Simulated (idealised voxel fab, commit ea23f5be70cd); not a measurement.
You're looking at the process module voxel self aligned vias.
Square cell edge 5 nm, section width 260 nm, ID cut.
A cross-section is a grid of square cells, given in bands from the top down. A band is one or more rows of cells.
Basically the band line says how high the top is and how high the bottom is, in nm, and then what's in it from left to right, every material with its width in nm. Empty space shows up as "blank", and if a single material carries "all across" it runs the full band edge to edge.
Where do heights start? At 0: under that level the wafer as delivered is made of one material only. And the lowest band has no floor; it just carries on downward, as in "0 -> down".
Quick explanation for "30..40": the width changes in equal steps down the rows of cells, from the first number in the band's top row to the second number in its bottom row.
Where the words "no modification" appear for a step, the cross-section shows no cell changed by that step; every cell remained as before.
The label "Fully sealed voids" introduces a list of the empty spaces, 8 cells or larger, that have no open way up to the top; each entry in it reads width x height at distance, where the distance is taken from the left edge and all three are stated in nm.
Step line, after settings: the simulator's comment on this step.
overlay nm: where the mask lay relative to plan, measured to the right, on steps with a mask; negatives go left.
The remainder of this document consists of a sequence of paired cross-sections. Each pair presents the cross-section prior to one process step together with the cross-section following it, the latter being rendered only as deep as the lowest band that underwent change. The intervening step, together with its settings, is stated beneath each pair. Because the pairs may originate from different runs of this module on the same starting wafer, a given pair is to be read as continuing from the preceding pair only where its entry headed "Before the step" so indicates.
# Before the step
* 70 -> 65: TiN 55 | blank 30 | TiN 30 | blank 30 | TiN 30 | blank 30 | TiN 55
* 65 -> 55: SiO2 50 | TiN 5 | blank 30 | TiN 5 | SiO2 20 | TiN 5 | blank 30 | TiN 5 | SiO2 20 | TiN 5 | blank 30 | TiN 5 | SiO2 50
* 55 -> 50: SiO2 50 | TiN 10 | blank 20 | TiN 10 | SiO2 20 | TiN 10 | blank 20 | TiN 10 | SiO2 20 | TiN 10 | blank 20 | TiN 10 | SiO2 50
* 50 -> 45: SiO2 55 | TiN 30 | SiO2 30 | TiN 30 | SiO2 30 | TiN 30 | SiO2 55
* 45 -> 25: SiO2 55 | TiN 5 | Ru 20 | TiN 5 | SiO2 30 | TiN 5 | Ru 20 | TiN 5 | SiO2 30 | TiN 5 | Ru 20 | TiN 5 | SiO2 55
* 25 -> 20: SiO2 55 | TiN 30 | SiO2 30 | TiN 30 | SiO2 30 | TiN 30 | SiO2 55
* 20 -> 5: SiO2 all across
* 5 -> 0: SiCN all across
* 0 -> down: Si all across
* Fully sealed voids: none
# Post-Step Appearance
* 80 -> 70: W all across
* 70 -> 65: TiN 55 | W 30 | TiN 30 | W 30 | TiN 30 | W 30 | TiN 55
* 65 -> 55: SiO2 50 | TiN 5 | W 30 | TiN 5 | SiO2 20 | TiN 5 | W 30 | TiN 5 | SiO2 20 | TiN 5 | W 30 | TiN 5 | SiO2 50
* 55 -> 50: SiO2 50 | TiN 10 | W 20 | TiN 10 | SiO2 20 | TiN 10 | W 20 | TiN 10 | SiO2 20 | TiN 10 | W 20 | TiN 10 | SiO2 50
* Anything lower than 50 is untouched.
* Fully sealed voids: none
What was done to get from the upper cross-section to the lower one? FILL_DEP, material W, thk nm 10
Before the step: the state before this step is the cross-section shown after the step in the pair just above.
# Post-Step Appearance
* 65 -> 55: SiO2 50 | TiN 5 | W 30 | TiN 5 | SiO2 20 | TiN 5 | W 30 | TiN 5 | SiO2 20 | TiN 5 | W 30 | TiN 5 | SiO2 50
* Anything lower than 55 is untouched.
* Fully sealed voids: none
What was done to get from the upper cross-section to the lower one? CMP, height nm 65
Before the step: the state before this step is the cross-section shown after the step in the pair just above.
# Post-Step Appearance
* 70 -> 65: SiCN all across
* Anything lower than 65 is untouched.
* Fully sealed voids: none
What was done to get from the upper cross-section to the lower one? CONFORMAL_DEP, material SiCN, thk nm 5
# Before the step
* 80 -> 70: W all across
* 70 -> 65: TiN 55 | W 30 | TiN 30 | W 30 | TiN 30 | W 30 | TiN 55
* 65 -> 55: SiO2 50 | TiN 5 | W 30 | TiN 5 | SiO2 20 | TiN 5 | W 30 | TiN 5 | SiO2 20 | TiN 5 | W 30 | TiN 5 | SiO2 50
* 55 -> 50: SiO2 50 | TiN 10 | W 20 | TiN 10 | SiO2 20 | TiN 10 | W 20 | TiN 10 | SiO2 20 | TiN 10 | W 20 | TiN 10 | SiO2 50
* 50 -> 45: SiO2 55 | TiN 30 | SiO2 30 | TiN 30 | SiO2 30 | TiN 30 | SiO2 55
* 45 -> 25: SiO2 55 | TiN 5 | Ru 20 | TiN 5 | SiO2 30 | TiN 5 | Ru 20 | TiN 5 | SiO2 30 | TiN 5 | Ru 20 | TiN 5 | SiO2 55
* 25 -> 20: SiO2 55 | TiN 30 | SiO2 30 | TiN 30 | SiO2 30 | TiN 30 | SiO2 55
* 20 -> 15: SiCN all across
* 15 -> 0: SiO2 all across
* 0 -> down: Si all across
* Fully sealed voids: none
# Post-Step Appearance
* 60 -> 50: SiO2 50 | TiN 5..10 | W 30..20 | TiN 5..10 | SiO2 20 | TiN 5..10 | W 30..20 | TiN 5..10 | SiO2 20 | TiN 5..10 | W 30..20 | TiN 5..10 | SiO2 50
* Anything lower than 50 is untouched.
* Fully sealed voids: none
What was done to get from the upper cross-section to the lower one? CMP, height nm 60
Before the step: the state before this step is the cross-section shown after the step in the pair just above.
# Post-Step Appearance
* 65 -> 60: SiCN all across
* Anything lower than 60 is untouched.
* Fully sealed voids: none
What was done to get from the upper cross-section to the lower one? CONFORMAL_DEP, material SiCN, thk nm 5
# Before the step
* 50 -> 20: SiO2 all across
* 20 -> 15: SiCN all across
* 15 -> 0: SiO2 all across
* 0 -> down: Si all across
* Fully sealed voids: none
# Post-Step Appearance
* 70 -> 50: resist 55 | blank 35 | resist 25 | blank 35 | resist 25 | blank 35 | resist 50
* Anything lower than 50 is untouched.
* Fully sealed voids: none
What was done to get from the upper cross-section to the lower one? PATTERN, tone open, mask id LINES, material resist, width nm 35, pitch nm 60, thk nm 20, overlay nm 0
Before the step: the state before this step is the cross-section shown after the step in the pair just above.
# Post-Step Appearance
* 70 -> 50: resist 55 | blank 35 | resist 25 | blank 35 | resist 25 | blank 35 | resist 50
* 50 -> 20: SiO2 55 | blank 35 | SiO2 25 | blank 35 | SiO2 25 | blank 35 | SiO2 50
* Anything lower than 20 is untouched.
* Fully sealed voids: none
What was done to get from the upper cross-section to the lower one? DIRECTIONAL_ETCH, etch materials SiO2, depth nm 30
Before the step: the state before this step is the cross-section shown after the step in the pair just above.
# Post-Step Appearance
* 50 -> 20: SiO2 55 | blank 35 | SiO2 25 | blank 35 | SiO2 25 | blank 35 | SiO2 50
* Anything lower than 20 is untouched.
* Fully sealed voids: none
What was done to get from the upper cross-section to the lower one? STRIP, etch materials resist
Before the step: the state before this step is the cross-section shown after the step in the pair just above.
# Post-Step Appearance
* 55 -> 50: TiN 60 | blank 25 | TiN 35 | blank 25 | TiN 35 | blank 25 | TiN 55
* 50 -> 25: SiO2 55 | TiN 5 | blank 25 | TiN 5 | SiO2 25 | TiN 5 | blank 25 | TiN 5 | SiO2 25 | TiN 5 | blank 25 | TiN 5 | SiO2 50
* 25 -> 20: SiO2 55 | TiN 35 | SiO2 25 | TiN 35 | SiO2 25 | TiN 35 | SiO2 50
* Anything lower than 20 is untouched.
* Fully sealed voids: none
What was done to get from the upper cross-section to the lower one? CONFORMAL_DEP, material TiN, thk nm 5
Before the step: the state before this step is the cross-section shown after the step in the pair just above.
# Post-Step Appearance
* 65 -> 55: Ru all across
* 55 -> 50: TiN 60 | Ru 25 | TiN 35 | Ru 25 | TiN 35 | Ru 25 | TiN 55
* 50 -> 25: SiO2 55 | TiN 5 | Ru 25 | TiN 5 | SiO2 25 | TiN 5 | Ru 25 | TiN 5 | SiO2 25 | TiN 5 | Ru 25 | TiN 5 | SiO2 50
* Anything lower than 25 is untouched.
* Fully sealed voids: none
What was done to get from the upper cross-section to the lower one? FILL_DEP, material Ru, thk nm 10
Before the step: the state before this step is the cross-section shown after the step in the pair just above.
# Post-Step Appearance
* 50 -> 25: SiO2 55 | TiN 5 | Ru 25 | TiN 5 | SiO2 25 | TiN 5 | Ru 25 | TiN 5 | SiO2 25 | TiN 5 | Ru 25 | TiN 5 | SiO2 50
* Anything lower than 25 is untouched.
* Fully sealed voids: none
What was done to get from the upper cross-section to the lower one? CMP, height nm 50
Before the step: the state before this step is the cross-section shown after the step in the pair just above.
# Post-Step Appearance
* 50 -> 45: SiO2 55 | blank 35 | SiO2 25 | blank 35 | SiO2 25 | blank 35 | SiO2 50
* Anything lower than 45 is untouched.
* Fully sealed voids: none
What was done to get from the upper cross-section to the lower one? SELECTIVE_ETCH, etch materials W Ru TiN, depth nm 5
Before the step: the state before this step is the cross-section shown after the step in the pair just above.
# Post-Step Appearance
* 60 -> 50: SiN all across
* 50 -> 45: SiO2 55 | SiN 35 | SiO2 25 | SiN 35 | SiO2 25 | SiN 35 | SiO2 50
* Anything lower than 45 is untouched.
* Fully sealed voids: none
What was done to get from the upper cross-section to the lower one? FILL_DEP, material SiN, thk nm 10
Before the step: the state before this step is the cross-section shown after the step in the pair just above.
# Post-Step Appearance
* 50 -> 45: SiO2 55 | SiN 35 | SiO2 25 | SiN 35 | SiO2 25 | SiN 35 | SiO2 50
* Anything lower than 45 is untouched.
* Fully sealed voids: none
What was done to get from the upper cross-section to the lower one? CMP, height nm 50
Before the step: the state before this step is the cross-section shown after the step in the pair just above.
# Post-Step Appearance
* 65 -> 50: SiO2 all across
* Anything lower than 50 is untouched.
* Fully sealed voids: none
What was done to get from the upper cross-section to the lower one? DIRECTIONAL_DEP, material SiO2, thk nm 15
Before the step: the state before this step is the cross-section shown after the step in the pair just above.
# Post-Step Appearance
* 65 -> 50: SiO2 50 | blank 40 | SiO2 20 | blank 40 | SiO2 20 | blank 40 | SiO2 50
* Anything lower than 50 is untouched.
* Fully sealed voids: none
What was done to get from the upper cross-section to the lower one? MASKED_ETCH, tone open, mask id VIAS, width nm 40, pitch nm 60, etch materials SiO2, depth nm 15, overlay nm 0
Before the step: the state before this step is the cross-section shown after the step in the pair just above.
# Post-Step Appearance
* 65 -> 50: SiO2 50 | blank 40 | SiO2 20 | blank 40 | SiO2 20 | blank 40 | SiO2 50
* 50 -> 45: SiO2 55 | blank 35 | SiO2 25 | blank 35 | SiO2 25 | blank 35 | SiO2 50
* Anything lower than 45 is untouched.
* Fully sealed voids: none
What was done to get from the upper cross-section to the lower one? MASKED_ETCH, tone open, mask id VIAS, width nm 40, pitch nm 60, etch materials SiN, depth nm 5, overlay nm 0
Before the step: the state before this step is the cross-section shown after the step in the pair just above.
# Post-Step Appearance
* 70 -> 65: TiN 55 | blank 30 | TiN 30 | blank 30 | TiN 30 | blank 30 | TiN 55
* 65 -> 55: SiO2 50 | TiN 5 | blank 30 | TiN 5 | SiO2 20 | TiN 5 | blank 30 | TiN 5 | SiO2 20 | TiN 5 | blank 30 | TiN 5 | SiO2 50
* 55 -> 50: SiO2 50 | TiN 10 | blank 25 | TiN 5 | SiO2 20 | TiN 10 | blank 25 | TiN 5 | SiO2 20 | TiN 10 | blank 25 | TiN 5 | SiO2 50
* 50 -> 45: SiO2 55 | TiN 35 | SiO2 25 | TiN 35 | SiO2 25 | TiN 35 | SiO2 50
* Anything lower than 45 is untouched.
* Fully sealed voids: none
What was done to get from the upper cross-section to the lower one? CONFORMAL_DEP, material TiN, thk nm 5
Before the step: the state before this step is the cross-section shown after the step in the pair just above.
# Post-Step Appearance
* 80 -> 70: W all across
* 70 -> 65: TiN 55 | W 30 | TiN 30 | W 30 | TiN 30 | W 30 | TiN 55
* 65 -> 55: SiO2 50 | TiN 5 | W 30 | TiN 5 | SiO2 20 | TiN 5 | W 30 | TiN 5 | SiO2 20 | TiN 5 | W 30 | TiN 5 | SiO2 50
* 55 -> 50: SiO2 50 | TiN 10 | W 25 | TiN 5 | SiO2 20 | TiN 10 | W 25 | TiN 5 | SiO2 20 | TiN 10 | W 25 | TiN 5 | SiO2 50
* Anything lower than 50 is untouched.
* Fully sealed voids: none
What was done to get from the upper cross-section to the lower one? FILL_DEP, material W, thk nm 10
Before the step: the state before this step is the cross-section shown after the step in the pair just above.
# Post-Step Appearance
* 65 -> 55: SiO2 50 | TiN 5 | W 30 | TiN 5 | SiO2 20 | TiN 5 | W 30 | TiN 5 | SiO2 20 | TiN 5 | W 30 | TiN 5 | SiO2 50
* Anything lower than 55 is untouched.
* Fully sealed voids: none
What was done to get from the upper cross-section to the lower one? CMP, height nm 65
Before the step: the state before this step is the cross-section shown after the step in the pair just above.
# Post-Step Appearance
* 70 -> 65: SiCN all across
* Anything lower than 65 is untouched.
* Fully sealed voids: none
What was done to get from the upper cross-section to the lower one? CONFORMAL_DEP, material SiCN, thk nm 5
# Before the step
* 50 -> 20: SiO2 all across
* 20 -> 15: SiCN all across
* 15 -> 0: SiO2 all across
* 0 -> down: Si all across
* Fully sealed voids: none
# Post-Step Appearance
* 70 -> 50: resist 50 | blank 30 | resist 30 | blank 30 | resist 30 | blank 30 | resist 60
* Anything lower than 50 is untouched.
* Fully sealed voids: none
What was done to get from the upper cross-section to the lower one? PATTERN, tone open, mask id LINES, material resist, width nm 30, pitch nm 60, thk nm 20, overlay nm -5
Before the step: the state before this step is the cross-section shown after the step in the pair just above.
# Post-Step Appearance
* 70 -> 50: resist 50 | blank 30 | resist 30 | blank 30 | resist 30 | blank 30 | resist 60
* 50 -> 20: SiO2 50 | blank 30 | SiO2 30 | blank 30 | SiO2 30 | blank 30 | SiO2 60
* Anything lower than 20 is untouched.
* Fully sealed voids: none
What was done to get from the upper cross-section to the lower one? DIRECTIONAL_ETCH, etch materials SiO2, depth nm 30
Before the step: the state before this step is the cross-section shown after the step in the pair just above.
# Post-Step Appearance
* 50 -> 20: SiO2 50 | blank 30 | SiO2 30 | blank 30 | SiO2 30 | blank 30 | SiO2 60
* Anything lower than 20 is untouched.
* Fully sealed voids: none
What was done to get from the upper cross-section to the lower one? STRIP, etch materials resist
Before the step: the state before this step is the cross-section shown after the step in the pair just above.
# Post-Step Appearance
* 55 -> 50: TiN 55 | blank 20 | TiN 40 | blank 20 | TiN 40 | blank 20 | TiN 65
* 50 -> 25: SiO2 50 | TiN 5 | blank 20 | TiN 5 | SiO2 30 | TiN 5 | blank 20 | TiN 5 | SiO2 30 | TiN 5 | blank 20 | TiN 5 | SiO2 60
* 25 -> 20: SiO2 50 | TiN 30 | SiO2 30 | TiN 30 | SiO2 30 | TiN 30 | SiO2 60
* Anything lower than 20 is untouched.
* Fully sealed voids: none
What was done to get from the upper cross-section to the lower one? CONFORMAL_DEP, material TiN, thk nm 5
Before the step: the state before this step is the cross-section shown after the step in the pair just above.
# Post-Step Appearance
* 65 -> 55: Ru all across
* 55 -> 50: TiN 55 | Ru 20 | TiN 40 | Ru 20 | TiN 40 | Ru 20 | TiN 65
* 50 -> 25: SiO2 50 | TiN 5 | Ru 20 | TiN 5 | SiO2 30 | TiN 5 | Ru 20 | TiN 5 | SiO2 30 | TiN 5 | Ru 20 | TiN 5 | SiO2 60
* Anything lower than 25 is untouched.
* Fully sealed voids: none
What was done to get from the upper cross-section to the lower one? FILL_DEP, material Ru, thk nm 10
Before the step: the state before this step is the cross-section shown after the step in the pair just above.
# Post-Step Appearance
* 50 -> 25: SiO2 50 | TiN 5 | Ru 20 | TiN 5 | SiO2 30 | TiN 5 | Ru 20 | TiN 5 | SiO2 30 | TiN 5 | Ru 20 | TiN 5 | SiO2 60
* Anything lower than 25 is untouched.
* Fully sealed voids: none
What was done to get from the upper cross-section to the lower one? CMP, height nm 50
Before the step: the state before this step is the cross-section shown after the step in the pair just above.
# Post-Step Appearance
* 50 -> 45: SiO2 50 | blank 30 | SiO2 30 | blank 30 | SiO2 30 | blank 30 | SiO2 60
* Anything lower than 45 is untouched.
* Fully sealed voids: none
What was done to get from the upper cross-section to the lower one? SELECTIVE_ETCH, etch materials W Ru TiN, depth nm 5
Before the step: the state before this step is the cross-section shown after the step in the pair just above.
# Post-Step Appearance
* 60 -> 50: SiN all across
* 50 -> 45: SiO2 50 | SiN 30 | SiO2 30 | SiN 30 | SiO2 30 | SiN 30 | SiO2 60
* Anything lower than 45 is untouched.
* Fully sealed voids: none
What was done to get from the upper cross-section to the lower one? FILL_DEP, material SiN, thk nm 10
Before the step: the state before this step is the cross-section shown after the step in the pair just above.
# Post-Step Appearance
* 50 -> 45: SiO2 50 | SiN 30 | SiO2 30 | SiN 30 | SiO2 30 | SiN 30 | SiO2 60
* Anything lower than 45 is untouched.
* Fully sealed voids: none
What was done to get from the upper cross-section to the lower one? CMP, height nm 50
Before the step: the state before this step is the cross-section shown after the step in the pair just above.
# Post-Step Appearance
* 65 -> 50: SiO2 all across
* Anything lower than 50 is untouched.
* Fully sealed voids: none
What was done to get from the upper cross-section to the lower one? DIRECTIONAL_DEP, material SiO2, thk nm 15
Before the step: the state before this step is the cross-section shown after the step in the pair just above.
# Post-Step Appearance
* 65 -> 50: SiO2 50 | blank 40 | SiO2 20 | blank 40 | SiO2 20 | blank 40 | SiO2 50
* Anything lower than 50 is untouched.
* Fully sealed voids: none
What was done to get from the upper cross-section to the lower one? MASKED_ETCH, tone open, mask id VIAS, width nm 40, pitch nm 60, etch materials SiO2, depth nm 15, overlay nm 0
Before the step: the state before this step is the cross-section shown after the step in the pair just above.
# Post-Step Appearance
* 65 -> 50: SiO2 50 | blank 40 | SiO2 20 | blank 40 | SiO2 20 | blank 40 | SiO2 50
* 50 -> 45: SiO2 50 | blank 30 | SiO2 30 | blank 30 | SiO2 30 | blank 30 | SiO2 60
* Anything lower than 45 is untouched.
* Fully sealed voids: none
What was done to get from the upper cross-section to the lower one? MASKED_ETCH, tone open, mask id VIAS, width nm 40, pitch nm 60, etch materials SiN, depth nm 5, overlay nm 0
Before the step: the state before this step is the cross-section shown after the step in the pair just above.
# Post-Step Appearance
* 70 -> 65: TiN 55 | blank 30 | TiN 30 | blank 30 | TiN 30 | blank 30 | TiN 55
* 65 -> 55: SiO2 50 | TiN 5 | blank 30 | TiN 5 | SiO2 20 | TiN 5 | blank 30 | TiN 5 | SiO2 20 | TiN 5 | blank 30 | TiN 5 | SiO2 50
* 55 -> 50: SiO2 50 | TiN 5 | blank 20 | TiN 15 | SiO2 20 | TiN 5 | blank 20 | TiN 15 | SiO2 20 | TiN 5 | blank 20 | TiN 15 | SiO2 50
* 50 -> 45: SiO2 50 | TiN 30 | SiO2 30 | TiN 30 | SiO2 30 | TiN 30 | SiO2 60
* Anything lower than 45 is untouched.
* Fully sealed voids: none
What was done to get from the upper cross-section to the lower one? CONFORMAL_DEP, material TiN, thk nm 5
Before the step: the state before this step is the cross-section shown after the step in the pair just above.
# Post-Step Appearance
* 80 -> 70: W all across
* 70 -> 65: TiN 55 | W 30 | TiN 30 | W 30 | TiN 30 | W 30 | TiN 55
* 65 -> 55: SiO2 50 | TiN 5 | W 30 | TiN 5 | SiO2 20 | TiN 5 | W 30 | TiN 5 | SiO2 20 | TiN 5 | W 30 | TiN 5 | SiO2 50
* 55 -> 50: SiO2 50 | TiN 5 | W 20 | TiN 15 | SiO2 20 | TiN 5 | W 20 | TiN 15 | SiO2 20 | TiN 5 | W 20 | TiN 15 | SiO2 50
* Anything lower than 50 is untouched.
* Fully sealed voids: none
What was done to get from the upper cross-section to the lower one? FILL_DEP, material W, thk nm 10
Before the step: the state before this step is the cross-section shown after the step in the pair just above.
# Post-Step Appearance
* 65 -> 55: SiO2 50 | TiN 5 | W 30 | TiN 5 | SiO2 20 | TiN 5 | W 30 | TiN 5 | SiO2 20 | TiN 5 | W 30 | TiN 5 | SiO2 50
* Anything lower than 55 is untouched.
* Fully sealed voids: none
What was done to get from the upper cross-section to the lower one? CMP, height nm 65
Before the step: the state before this step is the cross-section shown after the step in the pair just above.
# Post-Step Appearance
* 70 -> 65: SiCN all across
* Anything lower than 65 is untouched.
* Fully sealed voids: none
What was done to get from the upper cross-section to the lower one? CONFORMAL_DEP, material SiCN, thk nm 5
# Before the step
* 20 -> 15: SiCN all across
* 15 -> 0: SiO2 all across
* 0 -> down: Si all across
* Fully sealed voids: none
# Post-Step Appearance
* 50 -> 20: TiN all across
* Anything lower than 20 is untouched.
* Fully sealed voids: none
What was done to get from the upper cross-section to the lower one? DIRECTIONAL_DEP, material TiN, thk nm 30
Before the step: the state before this step is the cross-section shown after the step in the pair just above.
# Post-Step Appearance
* 70 -> 50: resist 55 | blank 30 | resist 30 | blank 30 | resist 30 | blank 30 | resist 55
* Anything lower than 50 is untouched.
* Fully sealed voids: none
What was done to get from the upper cross-section to the lower one? PATTERN, tone open, mask id LINES, material resist, width nm 30, pitch nm 60, thk nm 20, overlay nm 0
Before the step: the state before this step is the cross-section shown after the step in the pair just above.
# Post-Step Appearance
* 50 -> 20: TiN all across
* Anything lower than 20 is untouched.
* Fully sealed voids: none
What was done to get from the upper cross-section to the lower one? STRIP, etch materials resist
Before the step: the state before this step is the cross-section shown after the step in the pair just above.
# Post-Step Appearance
* 55 -> 20: TiN all across
* Anything lower than 20 is untouched.
* Fully sealed voids: none
What was done to get from the upper cross-section to the lower one? CONFORMAL_DEP, material TiN, thk nm 5
Before the step: the state before this step is the cross-section shown after the step in the pair just above.
# Post-Step Appearance
* 65 -> 55: Ru all across
* Anything lower than 55 is untouched.
* Fully sealed voids: none
What was done to get from the upper cross-section to the lower one? FILL_DEP, material Ru, thk nm 10
Before the step: the state before this step is the cross-section shown after the step in the pair just above.
# Post-Step Appearance
* 50 -> 20: TiN all across
* Anything lower than 20 is untouched.
* Fully sealed voids: none
What was done to get from the upper cross-section to the lower one? CMP, height nm 50
Before the step: the state before this step is the cross-section shown after the step in the pair just above.
# Post-Step Appearance
* 45 -> 20: TiN all across
* Anything lower than 20 is untouched.
* Fully sealed voids: none
What was done to get from the upper cross-section to the lower one? SELECTIVE_ETCH, etch materials W Ru TiN, depth nm 5
Before the step: the state before this step is the cross-section shown after the step in the pair just above.
# Post-Step Appearance
* 55 -> 45: SiN all across
* Anything lower than 45 is untouched.
* Fully sealed voids: none
What was done to get from the upper cross-section to the lower one? FILL_DEP, material SiN, thk nm 10
Before the step: the state before this step is the cross-section shown after the step in the pair just above.
# Post-Step Appearance
* 50 -> 45: SiN all across
* Anything lower than 45 is untouched.
* Fully sealed voids: none
What was done to get from the upper cross-section to the lower one? CMP, height nm 50
Before the step: the state before this step is the cross-section shown after the step in the pair just above.
# Post-Step Appearance
* 65 -> 50: SiO2 all across
* Anything lower than 50 is untouched.
* Fully sealed voids: none
What was done to get from the upper cross-section to the lower one? DIRECTIONAL_DEP, material SiO2, thk nm 15
Before the step: the state before this step is the cross-section shown after the step in the pair just above.
# Post-Step Appearance
* 65 -> 50: SiO2 50 | blank 40 | SiO2 20 | blank 40 | SiO2 20 | blank 40 | SiO2 50
* Anything lower than 50 is untouched.
* Fully sealed voids: none
What was done to get from the upper cross-section to the lower one? MASKED_ETCH, tone open, mask id VIAS, width nm 40, pitch nm 60, etch materials SiO2, depth nm 15, overlay nm 0
Before the step: the state before this step is the cross-section shown after the step in the pair just above.
# Post-Step Appearance
* 65 -> 50: SiO2 50 | blank 40 | SiO2 20 | blank 40 | SiO2 20 | blank 40 | SiO2 50
* 50 -> 45: SiN 50 | blank 40 | SiN 20 | blank 40 | SiN 20 | blank 40 | SiN 50
* Anything lower than 45 is untouched.
* Fully sealed voids: none
What was done to get from the upper cross-section to the lower one? MASKED_ETCH, tone open, mask id VIAS, width nm 40, pitch nm 60, etch materials SiN, depth nm 5, overlay nm 0
Before the step: the state before this step is the cross-section shown after the step in the pair just above.
# Post-Step Appearance
* 70 -> 65: TiN 55 | blank 30 | TiN 30 | blank 30 | TiN 30 | blank 30 | TiN 55
* 65 -> 50: SiO2 50 | TiN 5 | blank 30 | TiN 5 | SiO2 20 | TiN 5 | blank 30 | TiN 5 | SiO2 20 | TiN 5 | blank 30 | TiN 5 | SiO2 50
* 50 -> 45: SiN 50 | TiN 40 | SiN 20 | TiN 40 | SiN 20 | TiN 40 | SiN 50
* Anything lower than 45 is untouched.
* Fully sealed voids: none
What was done to get from the upper cross-section to the lower one? CONFORMAL_DEP, material TiN, thk nm 5
Before the step: the state before this step is the cross-section shown after the step in the pair just above.
# Post-Step Appearance
* 80 -> 70: W all across
* 70 -> 65: TiN 55 | W 30 | TiN 30 | W 30 | TiN 30 | W 30 | TiN 55
* 65 -> 50: SiO2 50 | TiN 5 | W 30 | TiN 5 | SiO2 20 | TiN 5 | W 30 | TiN 5 | SiO2 20 | TiN 5 | W 30 | TiN 5 | SiO2 50
* Anything lower than 50 is untouched.
* Fully sealed voids: none
What was done to get from the upper cross-section to the lower one? FILL_DEP, material W, thk nm 10
Before the step: the state before this step is the cross-section shown after the step in the pair just above.
# Post-Step Appearance
* 65 -> 50: SiO2 50 | TiN 5 | W 30 | TiN 5 | SiO2 20 | TiN 5 | W 30 | TiN 5 | SiO2 20 | TiN 5 | W 30 | TiN 5 | SiO2 50
* Anything lower than 50 is untouched.
* Fully sealed voids: none
What was done to get from the upper cross-section to the lower one? CMP, height nm 65
Before the step: the state before this step is the cross-section shown after the step in the pair just above.
# Post-Step Appearance
* 70 -> 65: SiCN all across
* Anything lower than 65 is untouched.
* Fully sealed voids: none
What was done to get from the upper cross-section to the lower one? CONFORMAL_DEP, material SiCN, thk nm 5
# Before the step
* 65 -> 50: SiO2 all across
* 50 -> 45: SiO2 55 | SiN 30 | SiO2 30 | SiN 30 | SiO2 30 | SiN 30 | SiO2 55
* 45 -> 25: SiO2 55 | TiN 5 | Ru 20 | TiN 5 | SiO2 30 | TiN 5 | Ru 20 | TiN 5 | SiO2 30 | TiN 5 | Ru 20 | TiN 5 | SiO2 55
* 25 -> 20: SiO2 55 | TiN 30 | SiO2 30 | TiN 30 | SiO2 30 | TiN 30 | SiO2 55
* 20 -> 15: SiCN all across
* 15 -> 0: SiO2 all across
* 0 -> down: Si all across
* Fully sealed voids: none
# Post-Step Appearance
* 65 -> 50: blank 50 | SiO2 40 | blank 20 | SiO2 40 | blank 20 | SiO2 40 | blank 50
* Anything lower than 50 is untouched.
* Fully sealed voids: none
What was done to get from the upper cross-section to the lower one? MASKED_ETCH, tone cover, mask id VIAS, width nm 40, pitch nm 60, etch materials SiO2, depth nm 15, overlay nm 0
Before the step: the state before this step is the cross-section shown after the step in the pair just above.
# Post-Step Appearance
* 70 -> 65: blank 45 | TiN 50 | blank 10 | TiN 50 | blank 10 | TiN 50 | blank 45
* 65 -> 55: blank 45 | TiN 5 | SiO2 40 | TiN 5 | blank 10 | TiN 5 | SiO2 40 | TiN 5 | blank 10 | TiN 5 | SiO2 40 | TiN 5 | blank 45
* 55 -> 50: TiN 50 | SiO2 40 | TiN 20 | SiO2 40 | TiN 20 | SiO2 40 | TiN 50
* Anything lower than 50 is untouched.
* Fully sealed voids: none
What was done to get from the upper cross-section to the lower one? CONFORMAL_DEP, material TiN, thk nm 5
Before the step: the state before this step is the cross-section shown after the step in the pair just above.
# Post-Step Appearance
* 80 -> 70: W all across
* 70 -> 65: W 45 | TiN 50 | W 10 | TiN 50 | W 10 | TiN 50 | W 45
* 65 -> 55: W 45 | TiN 5 | SiO2 40 | TiN 5 | W 10 | TiN 5 | SiO2 40 | TiN 5 | W 10 | TiN 5 | SiO2 40 | TiN 5 | W 45
* Anything lower than 55 is untouched.
* Fully sealed voids: none
What was done to get from the upper cross-section to the lower one? FILL_DEP, material W, thk nm 10
Before the step: the state before this step is the cross-section shown after the step in the pair just above.
# Post-Step Appearance
* 65 -> 55: W 45 | TiN 5 | SiO2 40 | TiN 5 | W 10 | TiN 5 | SiO2 40 | TiN 5 | W 10 | TiN 5 | SiO2 40 | TiN 5 | W 45
* Anything lower than 55 is untouched.
* Fully sealed voids: none
What was done to get from the upper cross-section to the lower one? CMP, height nm 65
Before the step: the state before this step is the cross-section shown after the step in the pair just above.
# Post-Step Appearance
* 70 -> 65: SiCN all across
* Anything lower than 65 is untouched.
* Fully sealed voids: none
What was done to get from the upper cross-section to the lower one? CONFORMAL_DEP, material SiCN, thk nm 5
